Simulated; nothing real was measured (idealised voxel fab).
process module | voxel ribs on slabs
cross-section cut | 140 nm wide | cells 5 nm
A cross-section is a grid of square cells, given in bands from the top down. A band is one or more rows of cells.
Each band's line starts with the height of the band's top and of its bottom, in nm. Then come its materials from left to right, each with its width in nm. One material with "throughout" fills the band from edge to edge. "air" is empty space.
Height 0 is the level under which the wafer as received is all one material. The lowest band goes on downwards, as in "0 down".
A width such as "30 to 40" changes by the same amount from each row of cells to the next, from the band's top row to its bottom row.
"no change" after a step means that no cell of the cross-section changed.
closed voids: empty space of 8 cells or more with no open way to the top, each as width x height at its distance from the left edge, in nm
after a step's settings: what the simulator itself notes on the step
overlay nm, on a step with a mask: how far to the right of its planned place the mask lay; to the left if negative
Each pair below shows a cross-section before one step and the cross-section after it, down to the lowest band that changed. The line under each pair gives the step between them, with its settings. The pairs can come from different runs of this module on the same starting wafer, so a pair continues from the pair above only where its "before" says so.
before
  0 down: Si throughout
  closed voids: none
after
  20 to 0: SiO2 throughout
  below 0: unchanged
  closed voids: none
the step between: op DIRECTIONAL_DEP | material SiO2 | thk nm 20
before: the cross-section after the pair above
after
  40 to 20: polySi throughout
  below 20: unchanged
  closed voids: none
the step between: op DIRECTIONAL_DEP | material polySi | thk nm 20
before: the cross-section after the pair above
after
  60 to 40: air 55 | resist 30 | air 55
  below 40: unchanged
  closed voids: none
the step between: op PATTERN | tone cover | mask id RIB | material resist | width nm 30 | thk nm 20 | overlay nm 0
before: the cross-section after the pair above
after
  60 to 40: air 55 | resist 30 | air 55
  40 to 25: air 55 | polySi 30 | air 55
  below 25: unchanged
  closed voids: none
the step between: op DIRECTIONAL_ETCH | etch materials polySi | depth nm 15
before: the cross-section after the pair above
after
  40 to 25: air 55 | polySi 30 | air 55
  below 25: unchanged
  closed voids: none
the step between: op STRIP | etch materials resist
before: the cross-section after the pair above
after
  55 to 40: air 55 | aC 30 | air 55
  40 to 25: aC 55 | polySi 30 | aC 55
  below 25: unchanged
  closed voids: none
the step between: op DIRECTIONAL_DEP | material aC | thk nm 15
before: the cross-section after the pair above
after
  90 to 55: air 40 | resist 60 | air 40
  55 to 40: air 40 | resist 15 | aC 30 | resist 15 | air 40
  below 40: unchanged
  closed voids: none
the step between: op PATTERN | tone cover | mask id SLAB | material resist | width nm 60 | thk nm 35 | overlay nm 0
before: the cross-section after the pair above
after
  75 to 55: air 40 | resist 60 | air 40
  55 to 40: air 40 | resist 15 | aC 30 | resist 15 | air 40
  40 to 25: air 40 | aC 15 | polySi 30 | aC 15 | air 40
  below 25: unchanged
  closed voids: none
the step between: op DIRECTIONAL_ETCH | etch materials aC | depth nm 15
before: the cross-section after the pair above
after
  55 to 40: air 55 | aC 30 | air 55
  below 40: unchanged
  closed voids: none
the step between: op STRIP | etch materials resist
before: the cross-section after the pair above
after
  55 to 40: air 55 | aC 30 | air 55
  40 to 25: air 40 | aC 15 | polySi 30 | aC 15 | air 40
  25 to 20: air 40 | polySi 60 | air 40
  below 20: unchanged
  closed voids: none
the step between: op DIRECTIONAL_ETCH | etch materials polySi | depth nm 5
before: the cross-section after the pair above
after
  40 to 25: air 55 | polySi 30 | air 55
  below 25: unchanged
  closed voids: none
the step between: op STRIP | etch materials aC
before: the cross-section after the pair above
after
  55 to 40: SiO2 throughout
  40 to 25: SiO2 55 | polySi 30 | SiO2 55
  25 to 20: SiO2 40 | polySi 60 | SiO2 40
  below 20: unchanged
  closed voids: none
the step between: op FILL_DEP | material SiO2 | thk nm 15
before: the cross-section after the pair above
after
  50 to 40: SiO2 throughout
  below 40: unchanged
  closed voids: none
the step between: op CMP | height nm 50
before: the cross-section after the pair above
after
  55 to 50: TiN throughout
  below 50: unchanged
  closed voids: none
the step between: op DIRECTIONAL_DEP | material TiN | thk nm 5
before: the cross-section after the pair above
after
  55 to 50: air 50 | TiN 40 | air 50
  below 50: unchanged
  closed voids: none
the step between: op MASKED_ETCH | tone cover | mask id HEATER | width nm 40 | etch materials TiN | depth nm 5 | overlay nm 0
before: the cross-section after the pair above
after
  60 to 55: air 45 | SiO2 50 | air 45
  55 to 50: SiO2 50 | TiN 40 | SiO2 50
  below 50: unchanged
  closed voids: none
the step between: op CONFORMAL_DEP | material SiO2 | thk nm 5
before
  40 to 20: polySi throughout
  20 to 0: SiO2 throughout
  0 down: Si throughout
  closed voids: none
after
  60 to 20: polySi throughout
  below 20: unchanged
  closed voids: none
the step between: op DIRECTIONAL_DEP | material polySi | thk nm 20
before: the cross-section after the pair above
after
  80 to 60: air 55 | resist 30 | air 55
  below 60: unchanged
  closed voids: none
the step between: op PATTERN | tone cover | mask id RIB | material resist | width nm 30 | thk nm 20 | overlay nm 0
before: the cross-section after the pair above
after
  80 to 60: air 55 | resist 30 | air 55
  60 to 45: air 55 | polySi 30 | air 55
  below 45: unchanged
  closed voids: none
the step between: op DIRECTIONAL_ETCH | etch materials polySi | depth nm 15
before: the cross-section after the pair above
after
  60 to 45: air 55 | polySi 30 | air 55
  below 45: unchanged
  closed voids: none
the step between: op STRIP | etch materials resist
before: the cross-section after the pair above
after
  75 to 60: air 55 | aC 30 | air 55
  60 to 45: aC 55 | polySi 30 | aC 55
  below 45: unchanged
  closed voids: none
the step between: op DIRECTIONAL_DEP | material aC | thk nm 15
before: the cross-section after the pair above
after
  110 to 75: air 40 | resist 60 | air 40
  75 to 60: air 40 | resist 15 | aC 30 | resist 15 | air 40
  below 60: unchanged
  closed voids: none
the step between: op PATTERN | tone cover | mask id SLAB | material resist | width nm 60 | thk nm 35 | overlay nm 0
before: the cross-section after the pair above
after
  95 to 75: air 40 | resist 60 | air 40
  75 to 60: air 40 | resist 15 | aC 30 | resist 15 | air 40
  60 to 45: air 40 | aC 15 | polySi 30 | aC 15 | air 40
  below 45: unchanged
  closed voids: none
the step between: op DIRECTIONAL_ETCH | etch materials aC | depth nm 15
before: the cross-section after the pair above
after
  75 to 60: air 55 | aC 30 | air 55
  below 60: unchanged
  closed voids: none
the step between: op STRIP | etch materials resist
before: the cross-section after the pair above
after
  75 to 60: air 55 | aC 30 | air 55
  60 to 45: air 40 | aC 15 | polySi 30 | aC 15 | air 40
  45 to 40: air 40 | polySi 60 | air 40
  below 40: unchanged
  closed voids: none
the step between: op DIRECTIONAL_ETCH | etch materials polySi | depth nm 5
before: the cross-section after the pair above
after
  60 to 45: air 55 | polySi 30 | air 55
  below 45: unchanged
  closed voids: none
the step between: op STRIP | etch materials aC
before: the cross-section after the pair above
after
  75 to 60: SiO2 throughout
  60 to 45: SiO2 55 | polySi 30 | SiO2 55
  45 to 40: SiO2 40 | polySi 60 | SiO2 40
  below 40: unchanged
  closed voids: none
the step between: op FILL_DEP | material SiO2 | thk nm 15
before: the cross-section after the pair above
after
  50 to 40: SiO2 55 to 40 | polySi 30 to 60 | SiO2 55 to 40
  below 40: unchanged
  closed voids: none
the step between: op CMP | height nm 50
before: the cross-section after the pair above
after
  55 to 50: TiN throughout
  below 50: unchanged
  closed voids: none
the step between: op DIRECTIONAL_DEP | material TiN | thk nm 5
before: the cross-section after the pair above
after
  55 to 50: air 50 | TiN 40 | air 50
  below 50: unchanged
  closed voids: none
the step between: op MASKED_ETCH | tone cover | mask id HEATER | width nm 40 | etch materials TiN | depth nm 5 | overlay nm 0
before: the cross-section after the pair above
after
  60 to 55: air 45 | SiO2 50 | air 45
  55 to 50: SiO2 50 | TiN 40 | SiO2 50
  below 50: unchanged
  closed voids: none
the step between: op CONFORMAL_DEP | material SiO2 | thk nm 5
before
  0 down: Si throughout
  closed voids: none
after
  20 to 0: polySi throughout
  below 0: unchanged
  closed voids: none
the step between: op DIRECTIONAL_DEP | material polySi | thk nm 20
before: the cross-section after the pair above
after
  40 to 20: SiO2 throughout
  below 20: unchanged
  closed voids: none
the step between: op DIRECTIONAL_DEP | material SiO2 | thk nm 20
before: the cross-section after the pair above
after
  60 to 40: air 55 | resist 30 | air 55
  below 40: unchanged
  closed voids: none
the step between: op PATTERN | tone cover | mask id RIB | material resist | width nm 30 | thk nm 20 | overlay nm 0
before: the cross-section after the pair above
after
  40 to 20: SiO2 throughout
  below 20: unchanged
  closed voids: none
the step between: op STRIP | etch materials resist
before: the cross-section after the pair above
after
  55 to 40: aC throughout
  below 40: unchanged
  closed voids: none
the step between: op DIRECTIONAL_DEP | material aC | thk nm 15
before: the cross-section after the pair above
after
  90 to 55: air 40 | resist 60 | air 40
  below 55: unchanged
  closed voids: none
the step between: op PATTERN | tone cover | mask id SLAB | material resist | width nm 60 | thk nm 35 | overlay nm 0
before: the cross-section after the pair above
after
  75 to 55: air 40 | resist 60 | air 40
  55 to 40: air 40 | aC 60 | air 40
  below 40: unchanged
  closed voids: none
the step between: op DIRECTIONAL_ETCH | etch materials aC | depth nm 15
before: the cross-section after the pair above
after
  55 to 40: air 40 | aC 60 | air 40
  below 40: unchanged
  closed voids: none
the step between: op STRIP | etch materials resist
before: the cross-section after the pair above
after
  40 to 20: SiO2 throughout
  below 20: unchanged
  closed voids: none
the step between: op STRIP | etch materials aC
before: the cross-section after the pair above
after
  55 to 20: SiO2 throughout
  below 20: unchanged
  closed voids: none
the step between: op FILL_DEP | material SiO2 | thk nm 15
before: the cross-section after the pair above
after
  50 to 20: SiO2 throughout
  below 20: unchanged
  closed voids: none
the step between: op CMP | height nm 50
before: the cross-section after the pair above
after
  55 to 50: TiN throughout
  below 50: unchanged
  closed voids: none
the step between: op DIRECTIONAL_DEP | material TiN | thk nm 5
before: the cross-section after the pair above
after
  55 to 50: air 50 | TiN 40 | air 50
  below 50: unchanged
  closed voids: none
the step between: op MASKED_ETCH | tone cover | mask id HEATER | width nm 40 | etch materials TiN | depth nm 5 | overlay nm 0
before: the cross-section after the pair above
after
  60 to 55: air 45 | SiO2 50 | air 45
  55 to 50: SiO2 50 | TiN 40 | SiO2 50
  below 50: unchanged
  closed voids: none
the step between: op CONFORMAL_DEP | material SiO2 | thk nm 5
before
  55 to 40: SiO2 throughout
  40 to 25: SiO2 55 | polySi 30 | SiO2 55
  25 to 20: SiO2 40 | polySi 60 | SiO2 40
  20 to 0: SiO2 throughout
  0 down: Si throughout
  closed voids: none
after
  40 to 25: SiO2 55 | polySi 30 | SiO2 55
  below 25: unchanged
  closed voids: none
the step between: op CMP | height nm 40
before: the cross-section after the pair above
after
  45 to 40: TiN throughout
  below 40: unchanged
  closed voids: none
the step between: op DIRECTIONAL_DEP | material TiN | thk nm 5
before: the cross-section after the pair above
after
  45 to 40: air 50 | TiN 40 | air 50
  below 40: unchanged
  closed voids: none
the step between: op MASKED_ETCH | tone cover | mask id HEATER | width nm 40 | etch materials TiN | depth nm 5 | overlay nm 0
before: the cross-section after the pair above
after
  50 to 45: air 45 | SiO2 50 | air 45
  45 to 40: SiO2 50 | TiN 40 | SiO2 50
  below 40: unchanged
  closed voids: none
the step between: op CONFORMAL_DEP | material SiO2 | thk nm 5
before
  40 to 20: polySi throughout
  20 to 0: SiO2 throughout
  0 down: Si throughout
  closed voids: none
after
  60 to 40: air 60 | resist 25 | air 55
  below 40: unchanged
  closed voids: none
the step between: op PATTERN | tone cover | mask id RIB | material resist | width nm 25 | thk nm 20 | overlay nm 0
before: the cross-section after the pair above
after
  60 to 40: air 60 | resist 25 | air 55
  40 to 25: air 60 | polySi 25 | air 55
  below 25: unchanged
  closed voids: none
the step between: op DIRECTIONAL_ETCH | etch materials polySi | depth nm 15
before: the cross-section after the pair above
after
  40 to 25: air 60 | polySi 25 | air 55
  below 25: unchanged
  closed voids: none
the step between: op STRIP | etch materials resist
before: the cross-section after the pair above
after
  55 to 40: air 60 | aC 25 | air 55
  40 to 25: aC 60 | polySi 25 | aC 55
  below 25: unchanged
  closed voids: none
the step between: op DIRECTIONAL_DEP | material aC | thk nm 15
before: the cross-section after the pair above
after
  90 to 55: air 40 | resist 60 | air 40
  55 to 40: air 40 | resist 20 | aC 25 | resist 15 | air 40
  below 40: unchanged
  closed voids: none
the step between: op PATTERN | tone cover | mask id SLAB | material resist | width nm 60 | thk nm 35 | overlay nm 0
before: the cross-section after the pair above
after
  75 to 55: air 40 | resist 60 | air 40
  55 to 40: air 40 | resist 20 | aC 25 | resist 15 | air 40
  40 to 25: air 40 | aC 20 | polySi 25 | aC 15 | air 40
  below 25: unchanged
  closed voids: none
the step between: op DIRECTIONAL_ETCH | etch materials aC | depth nm 15
before: the cross-section after the pair above
after
  55 to 40: air 60 | aC 25 | air 55
  below 40: unchanged
  closed voids: none
the step between: op STRIP | etch materials resist
before: the cross-section after the pair above
after
  55 to 40: air 60 | aC 25 | air 55
  40 to 25: air 40 | aC 20 | polySi 25 | aC 15 | air 40
  25 to 20: air 40 | polySi 60 | air 40
  below 20: unchanged
  closed voids: none
the step between: op DIRECTIONAL_ETCH | etch materials polySi | depth nm 5
before: the cross-section after the pair above
after
  40 to 25: air 60 | polySi 25 | air 55
  below 25: unchanged
  closed voids: none
the step between: op STRIP | etch materials aC
before: the cross-section after the pair above
after
  55 to 40: SiO2 throughout
  40 to 25: SiO2 60 | polySi 25 | SiO2 55
  25 to 20: SiO2 40 | polySi 60 | SiO2 40
  below 20: unchanged
  closed voids: none
the step between: op FILL_DEP | material SiO2 | thk nm 15
before: the cross-section after the pair above
after
  50 to 40: SiO2 throughout
  below 40: unchanged
  closed voids: none
the step between: op CMP | height nm 50
before: the cross-section after the pair above
after
  55 to 50: TiN throughout
  below 50: unchanged
  closed voids: none
the step between: op DIRECTIONAL_DEP | material TiN | thk nm 5
before: the cross-section after the pair above
after
  55 to 50: air 50 | TiN 40 | air 50
  below 50: unchanged
  closed voids: none
the step between: op MASKED_ETCH | tone cover | mask id HEATER | width nm 40 | etch materials TiN | depth nm 5 | overlay nm 0
before: the cross-section after the pair above
after
  60 to 55: air 45 | SiO2 50 | air 45
  55 to 50: SiO2 50 | TiN 40 | SiO2 50
  below 50: unchanged
  closed voids: none
the step between: op CONFORMAL_DEP | material SiO2 | thk nm 5
before
  55 to 40: air 55 | aC 30 | air 55
  40 to 25: aC 55 | polySi 30 | aC 55
  25 to 20: polySi throughout
  20 to 0: SiO2 throughout
  0 down: Si throughout
  closed voids: none
after
  90 to 55: air 35 | resist 60 | air 45
  55 to 40: air 35 | resist 20 | aC 30 | resist 10 | air 45
  below 40: unchanged
  closed voids: none
the step between: op PATTERN | tone cover | mask id SLAB | material resist | width nm 60 | thk nm 35 | overlay nm -5
before: the cross-section after the pair above
after
  75 to 55: air 35 | resist 60 | air 45
  55 to 40: air 35 | resist 20 | aC 30 | resist 10 | air 45
  40 to 25: air 35 | aC 20 | polySi 30 | aC 10 | air 45
  below 25: unchanged
  closed voids: none
the step between: op DIRECTIONAL_ETCH | etch materials aC | depth nm 15
before: the cross-section after the pair above
after
  55 to 40: air 55 | aC 30 | air 55
  below 40: unchanged
  closed voids: none
the step between: op STRIP | etch materials resist
before: the cross-section after the pair above
after
  55 to 40: air 55 | aC 30 | air 55
  40 to 25: air 35 | aC 20 | polySi 30 | aC 10 | air 45
  25 to 20: air 35 | polySi 60 | air 45
  below 20: unchanged
  closed voids: none
the step between: op DIRECTIONAL_ETCH | etch materials polySi | depth nm 5
before: the cross-section after the pair above
after
  40 to 25: air 55 | polySi 30 | air 55
  below 25: unchanged
  closed voids: none
the step between: op STRIP | etch materials aC
before: the cross-section after the pair above
after
  55 to 40: SiO2 throughout
  40 to 25: SiO2 55 | polySi 30 | SiO2 55
  25 to 20: SiO2 35 | polySi 60 | SiO2 45
  below 20: unchanged
  closed voids: none
the step between: op FILL_DEP | material SiO2 | thk nm 15
before: the cross-section after the pair above
after
  50 to 40: SiO2 throughout
  below 40: unchanged
  closed voids: none
the step between: op CMP | height nm 50
before: the cross-section after the pair above
after
  55 to 50: TiN throughout
  below 50: unchanged
  closed voids: none
the step between: op DIRECTIONAL_DEP | material TiN | thk nm 5
before: the cross-section after the pair above
after
  55 to 50: air 50 | TiN 40 | air 50
  below 50: unchanged
  closed voids: none
the step between: op MASKED_ETCH | tone cover | mask id HEATER | width nm 40 | etch materials TiN | depth nm 5 | overlay nm 0
before: the cross-section after the pair above
after
  60 to 55: air 45 | SiO2 50 | air 45
  55 to 50: SiO2 50 | TiN 40 | SiO2 50
  below 50: unchanged
  closed voids: none
the step between: op CONFORMAL_DEP | material SiO2 | thk nm 5
before
  20 to 0: polySi throughout
  0 down: Si throughout
  closed voids: none
after
  40 to 0: polySi throughout
  below 0: unchanged
  closed voids: none
the step between: op DIRECTIONAL_DEP | material polySi | thk nm 20
before: the cross-section after the pair above
after
  60 to 40: air 55 | resist 30 | air 55
  below 40: unchanged
  closed voids: none
the step between: op PATTERN | tone cover | mask id RIB | material resist | width nm 30 | thk nm 20 | overlay nm 0
before: the cross-section after the pair above
after
  60 to 40: air 55 | resist 30 | air 55
  40 to 25: air 55 | polySi 30 | air 55
  below 25: unchanged
  closed voids: none
the step between: op DIRECTIONAL_ETCH | etch materials polySi | depth nm 15
before: the cross-section after the pair above
after
  40 to 25: air 55 | polySi 30 | air 55
  below 25: unchanged
  closed voids: none
the step between: op STRIP | etch materials resist
before: the cross-section after the pair above
after
  55 to 40: air 55 | aC 30 | air 55
  40 to 25: aC 55 | polySi 30 | aC 55
  below 25: unchanged
  closed voids: none
the step between: op DIRECTIONAL_DEP | material aC | thk nm 15
before: the cross-section after the pair above
after
  90 to 55: air 40 | resist 60 | air 40
  55 to 40: air 40 | resist 15 | aC 30 | resist 15 | air 40
  below 40: unchanged
  closed voids: none
the step between: op PATTERN | tone cover | mask id SLAB | material resist | width nm 60 | thk nm 35 | overlay nm 0
before: the cross-section after the pair above
after
  75 to 55: air 40 | resist 60 | air 40
  55 to 40: air 40 | resist 15 | aC 30 | resist 15 | air 40
  40 to 25: air 40 | aC 15 | polySi 30 | aC 15 | air 40
  below 25: unchanged
  closed voids: none
the step between: op DIRECTIONAL_ETCH | etch materials aC | depth nm 15
before: the cross-section after the pair above
after
  55 to 40: air 55 | aC 30 | air 55
  below 40: unchanged
  closed voids: none
the step between: op STRIP | etch materials resist
before: the cross-section after the pair above
after
  55 to 40: air 55 | aC 30 | air 55
  40 to 25: air 40 | aC 15 | polySi 30 | aC 15 | air 40
  25 to 20: air 40 | polySi 60 | air 40
  below 20: unchanged
  closed voids: none
the step between: op DIRECTIONAL_ETCH | etch materials polySi | depth nm 5
before: the cross-section after the pair above
after
  40 to 25: air 55 | polySi 30 | air 55
  below 25: unchanged
  closed voids: none
the step between: op STRIP | etch materials aC
before: the cross-section after the pair above
after
  55 to 40: SiO2 throughout
  40 to 25: SiO2 55 | polySi 30 | SiO2 55
  25 to 20: SiO2 40 | polySi 60 | SiO2 40
  below 20: unchanged
  closed voids: none
the step between: op FILL_DEP | material SiO2 | thk nm 15
before: the cross-section after the pair above
after
  50 to 40: SiO2 throughout
  below 40: unchanged
  closed voids: none
the step between: op CMP | height nm 50
before: the cross-section after the pair above
after
  55 to 50: TiN throughout
  below 50: unchanged
  closed voids: none
the step between: op DIRECTIONAL_DEP | material TiN | thk nm 5
before: the cross-section after the pair above
after
  55 to 50: air 50 | TiN 40 | air 50
  below 50: unchanged
  closed voids: none
the step between: op MASKED_ETCH | tone cover | mask id HEATER | width nm 40 | etch materials TiN | depth nm 5 | overlay nm 0
before: the cross-section after the pair above
after
  60 to 55: air 45 | SiO2 50 | air 45
  55 to 50: SiO2 50 | TiN 40 | SiO2 50
  below 50: unchanged
  closed voids: none
the step between: op CONFORMAL_DEP | material SiO2 | thk nm 5
before
  40 to 20: polySi throughout
  20 to 0: SiO2 throughout
  0 down: Si throughout
  closed voids: none
after
  60 to 40: resist 55 | air 30 | resist 55
  below 40: unchanged
  closed voids: none
the step between: op PATTERN | tone open | mask id RIB | material resist | width nm 30 | thk nm 20 | overlay nm 0
before: the cross-section after the pair above
after
  60 to 40: resist 55 | air 30 | resist 55
  40 to 25: polySi 55 | air 30 | polySi 55
  below 25: unchanged
  closed voids: none
the step between: op DIRECTIONAL_ETCH | etch materials polySi | depth nm 15
before: the cross-section after the pair above
after
  40 to 25: polySi 55 | air 30 | polySi 55
  below 25: unchanged
  closed voids: none
the step between: op STRIP | etch materials resist
before: the cross-section after the pair above
after
  55 to 40: aC 55 | air 30 | aC 55
  40 to 25: polySi 55 | aC 30 | polySi 55
  below 25: unchanged
  closed voids: none
the step between: op DIRECTIONAL_DEP | material aC | thk nm 15
before: the cross-section after the pair above
after
  90 to 55: air 40 | resist 60 | air 40
  55 to 40: aC 55 | resist 30 | aC 55
  below 40: unchanged
  closed voids: none
the step between: op PATTERN | tone cover | mask id SLAB | material resist | width nm 60 | thk nm 35 | overlay nm 0
before: the cross-section after the pair above
after
  75 to 55: air 40 | resist 60 | air 40
  55 to 40: air 40 | aC 15 | resist 30 | aC 15 | air 40
  below 40: unchanged
  closed voids: none
the step between: op DIRECTIONAL_ETCH | etch materials aC | depth nm 15
before: the cross-section after the pair above
after
  55 to 40: air 40 | aC 15 | air 30 | aC 15 | air 40
  below 40: unchanged
  closed voids: none
the step between: op STRIP | etch materials resist
before: the cross-section after the pair above
after
  55 to 40: air 40 | aC 15 | air 30 | aC 15 | air 40
  40 to 35: air 40 | polySi 15 | aC 30 | polySi 15 | air 40
  below 35: unchanged
  closed voids: none
the step between: op DIRECTIONAL_ETCH | etch materials polySi | depth nm 5
before: the cross-section after the pair above
after
  40 to 35: air 40 | polySi 15 | air 30 | polySi 15 | air 40
  35 to 25: polySi 55 | air 30 | polySi 55
  below 25: unchanged
  closed voids: none
the step between: op STRIP | etch materials aC
before: the cross-section after the pair above
after
  55 to 40: SiO2 throughout
  40 to 35: SiO2 40 | polySi 15 | SiO2 30 | polySi 15 | SiO2 40
  35 to 25: polySi 55 | SiO2 30 | polySi 55
  below 25: unchanged
  closed voids: none
the step between: op FILL_DEP | material SiO2 | thk nm 15
before: the cross-section after the pair above
after
  50 to 40: SiO2 throughout
  below 40: unchanged
  closed voids: none
the step between: op CMP | height nm 50
before: the cross-section after the pair above
after
  55 to 50: TiN throughout
  below 50: unchanged
  closed voids: none
the step between: op DIRECTIONAL_DEP | material TiN | thk nm 5
before: the cross-section after the pair above
after
  55 to 50: air 50 | TiN 40 | air 50
  below 50: unchanged
  closed voids: none
the step between: op MASKED_ETCH | tone cover | mask id HEATER | width nm 40 | etch materials TiN | depth nm 5 | overlay nm 0
before: the cross-section after the pair above
after
  60 to 55: air 45 | SiO2 50 | air 45
  55 to 50: SiO2 50 | TiN 40 | SiO2 50
  below 50: unchanged
  closed voids: none
the step between: op CONFORMAL_DEP | material SiO2 | thk nm 5
